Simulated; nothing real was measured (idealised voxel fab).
Process module in this document: voxel ribs on slabs
Cross-section cut spans 255 nm and uses square cells 5 nm in size.
A cross-section is a grid of square cells, given in bands from the top down. A band is one or more rows of cells.
Each band's line starts with the height of the band's top and of its bottom, in nm. Then come its materials from left to right, each with its width in nm. One material with "edge to edge" fills the band from edge to edge. "empty" is empty space.
Basically, 0 is our baseline, since under it the wafer straight out of the box is all one material. The bottom band has no lower end and keeps on going down, so it looks like "0..down".
Note: "30..40" means the width goes from the first number (top row of the band) to the second number (bottom row) in equal steps per row of cells.
"no alterations made" (step): cross-section cells unchanged, all of them.
This entry, "Enclosed empty spaces", enumerates those empty regions of no fewer than 8 cells that possess no open connection to the top. Each region is reported in the form width x height at distance, the distance being taken from the left edge, with all three quantities expressed in nm.
Anything after a step's settings on that line? It's the simulator's own note about the step.
overlay nm: mask offset rightward from planned place, masked step; negative means leftward offset.

### Planned process steps
1) RECEIVE with material Si
2) DIRECTIONAL_DEP with material SiO2, thk nm 30
3) DIRECTIONAL_DEP with material polySi, thk nm 15
4) MASKED_ETCH with tone cover, mask id RIB, width nm 20, etch materials polySi, depth nm 10, overlay nm 0
5) DIRECTIONAL_DEP with material aC, thk nm 10
6) PATTERN with tone cover, mask id SLAB, material resist, width nm 80, thk nm 25, overlay nm 0
7) DIRECTIONAL_ETCH with etch materials aC, depth nm 10
8) STRIP with etch materials resist
9) DIRECTIONAL_ETCH with etch materials polySi, depth nm 5
10) STRIP with etch materials aC
11) FILL_DEP with material SiO2, thk nm 20
12) CMP with height nm 60
13) DIRECTIONAL_DEP with material W, thk nm 10
14) DIRECTIONAL_DEP with material aC, thk nm 15
15) PATTERN with tone cover, mask id HEATER, material resist, width nm 30, thk nm 30, overlay nm 0
16) DIRECTIONAL_ETCH with etch materials aC, depth nm 15
17) STRIP with etch materials resist
18) DIRECTIONAL_ETCH with etch materials W, depth nm 10
19) STRIP with etch materials aC
20) CONFORMAL_DEP with material SiO2, thk nm 10

### Cross-sectional view of the wafer in its as-received condition, corresponding to the state after step 1
    0..down  Si edge to edge
    Enclosed empty spaces: none

### Starting structure and process plan are as shown above, but one mistake was made in running the module; the wafer cross-section at the end of the module follows
    80..70  empty=100  SiO2=50  empty=105
    70..60  SiO2=110  W=30  SiO2=115
    60..50  SiO2=115  polySi=20  SiO2=120
    50..45  SiO2=85  polySi=80  SiO2=90
    45..30  polySi edge to edge
    30..0  SiO2 edge to edge
    0..down  Si edge to edge
    Enclosed empty spaces: none
What was the processing mistake? step 3 in the plan was executed twice
